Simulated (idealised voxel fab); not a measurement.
Process module heading - voxel transistor to metal
FYI the section here is cut, 215 nm wide, cells are 5 nm squares.
Bands, listed from the top down, are how a cross-section gets written in this document; the cross-section itself is a grid of square cells, and a band is one or more rows of them.
Read a band's entry like this: the first values are the height of its top and the height of its bottom in nm, and what follows is the sequence of materials from left to right, each with its width in nm. Note that "blank" is empty space, and that a single material marked "throughout" reaches across the band from edge to edge.
It should be noted that heights are counted from 0, beneath which the wafer as supplied is of one material throughout, and that the lowest band possesses no lower boundary but continues downward, as written in "0 -> down".
A width given as "30..40" starts at the first number in the band's top row and ends at the second number in its bottom row, shifting by an equal amount at every step from row to row.
"stayed the same" after a step means that no cell of the cross-section changed.
Entry "Closed void catalog". Content: empty spaces with no open connection to the top, size 8 cells or greater. Each: width x height at distance. Distance: from left edge. Unit: nm.
Text after the settings on a step's line: the simulator's own remark on that step.
overlay nm: step with mask; distance mask lay right of planned place; negative value = left of planned place.

### The planned process steps are enumerated hereunder
1 RECEIVE [material Si]
2 CONFORMAL_DEP [material SiO2] [thk nm 5]
3 CONFORMAL_DEP [material SiN] [thk nm 15]
4 MASKED_ETCH [tone cover] [mask id ACTIVE] [width nm 100] [etch materials SiN] [depth nm 15] [overlay nm 0]
5 MASKED_ETCH [tone cover] [mask id ACTIVE] [width nm 100] [etch materials SiO2] [depth nm 5] [overlay nm 0]
6 MASKED_ETCH [tone cover] [mask id ACTIVE] [width nm 100] [etch materials Si] [depth nm 20] [overlay nm 0]
7 OXIDIZE [depth nm 5]
8 FILL_DEP [material SiO2] [thk nm 10]
9 CMP [height nm 20]
10 SELECTIVE_ETCH [etch materials SiO2] [depth nm 10]
11 STRIP [etch materials SiN]
12 SELECTIVE_ETCH [etch materials SiO2] [depth nm 5]
13 OXIDIZE [depth nm 5]
14 DIRECTIONAL_DEP [material polySi] [thk nm 30]
15 DIRECTIONAL_DEP [material SiCN] [thk nm 15]
16 DIRECTIONAL_DEP [material aC] [thk nm 10]
17 PATTERN [tone cover] [mask id GATE] [material resist] [width nm 20] [thk nm 25] [overlay nm 0]
18 DIRECTIONAL_ETCH [etch materials aC] [depth nm 10]
19 STRIP [etch materials resist]
20 DIRECTIONAL_ETCH [etch materials SiCN] [depth nm 25]
21 DIRECTIONAL_ETCH [etch materials polySi] [depth nm 40]
22 STRIP [etch materials aC]
23 CONFORMAL_DEP [material SiO2] [thk nm 5]
24 DIRECTIONAL_ETCH [etch materials SiO2] [depth nm 5]
25 CONFORMAL_DEP [material SiN] [thk nm 10]
26 DIRECTIONAL_ETCH [etch materials SiN] [depth nm 10]
27 DIRECTIONAL_ETCH [etch materials SiO2] [depth nm 5]
28 EPI [material SiGe] [thk nm 5]
29 FILL_DEP [material SiO2] [thk nm 10]
30 CMP [height nm 45]
31 DIRECTIONAL_DEP [material SiO2] [thk nm 15]
32 DIRECTIONAL_DEP [material aC] [thk nm 10]
33 PATTERN [tone open] [mask id CONTACT] [material resist] [width nm 30] [pitch nm 60] [thk nm 30] [overlay nm 0]
34 DIRECTIONAL_ETCH [etch materials aC] [depth nm 10]
35 STRIP [etch materials resist]
36 DIRECTIONAL_ETCH [etch materials SiO2] [depth nm 60]
37 STRIP [etch materials aC]
38 CONFORMAL_DEP [material TiN] [thk nm 5]
39 FILL_DEP [material Ru] [thk nm 5]
40 CMP [height nm 60]
41 DIRECTIONAL_DEP [material TiN] [thk nm 5]
42 DIRECTIONAL_DEP [material Ru] [thk nm 15]
43 MASKED_ETCH [tone cover] [mask id METAL_1] [width nm 20] [pitch nm 70] [etch materials Ru] [depth nm 15] [overlay nm 0]
44 MASKED_ETCH [tone cover] [mask id METAL_1] [width nm 20] [pitch nm 70] [etch materials TiN] [depth nm 5] [overlay nm -15]
45 CONFORMAL_DEP [material SiN] [thk nm 5]
46 FILL_DEP [material lowk] [thk nm 5]
47 CMP [height nm 80]
48 CONFORMAL_DEP [material SiCN] [thk nm 5]
49 DIRECTIONAL_DEP [material SiO2] [thk nm 25]
50 MASKED_ETCH [tone open] [mask id METAL_2] [width nm 20] [pitch nm 70] [etch materials SiO2] [depth nm 15] [overlay nm 0]
51 MASKED_ETCH [tone open] [mask id METAL_2_HOLES] [width nm 15] [pitch nm 70] [etch materials SiO2] [depth nm 10] [overlay nm 0]
52 MASKED_ETCH [tone open] [mask id METAL_2_HOLES] [width nm 15] [pitch nm 70] [etch materials SiCN] [depth nm 5] [overlay nm 0]
53 CONFORMAL_DEP [material TiN] [thk nm 5]
54 FILL_DEP [material Cu] [thk nm 5]
55 CMP [height nm 110]
56 CONFORMAL_DEP [material SiCN] [thk nm 5]
Every wafer here starts from the same state; it is the step 44 overlay nm that distinguishes them, and the value the plan gives belongs to the first wafer.

### Cross-section: the first of several wafers in its as-received state, i.e. following step 1
> 0 -> down  Si throughout
> Closed void catalog: none

### Note: the following table is arranged by wafer, a row apiece. Each row reports the end-of-module state: per material, cells gained (+) or cells lost (-) compared with the wafer as received; closed voids follow
overlay nm -15 | +14 Cu | +74 Ru | -143 Si | +92 SiCN | +6 SiGe | +87 SiN | +650 SiO2 | +98 TiN | +87 lowk | +24 polySi | Closed void catalog: none
overlay nm -10 | +14 Cu | +74 Ru | -143 Si | +92 SiCN | +6 SiGe | +87 SiN | +650 SiO2 | +96 TiN | +89 lowk | +24 polySi | Closed void catalog: none
overlay nm -5 | +14 Cu | +74 Ru | -143 Si | +92 SiCN | +6 SiGe | +87 SiN | +650 SiO2 | +94 TiN | +91 lowk | +24 polySi | Closed void catalog: none
overlay nm 0 | +14 Cu | +74 Ru | -143 Si | +92 SiCN | +6 SiGe | +87 SiN | +650 SiO2 | +92 TiN | +93 lowk | +24 polySi | Closed void catalog: none
overlay nm 5 | +14 Cu | +74 Ru | -143 Si | +92 SiCN | +6 SiGe | +87 SiN | +650 SiO2 | +94 TiN | +91 lowk | +24 polySi | Closed void catalog: none
overlay nm 10 | +14 Cu | +74 Ru | -143 Si | +92 SiCN | +6 SiGe | +87 SiN | +650 SiO2 | +96 TiN | +89 lowk | +24 polySi | Closed void catalog: none
overlay nm 15 | +14 Cu | +74 Ru | -143 Si | +92 SiCN | +6 SiGe | +87 SiN | +650 SiO2 | +98 TiN | +87 lowk | +24 polySi | Closed void catalog: none
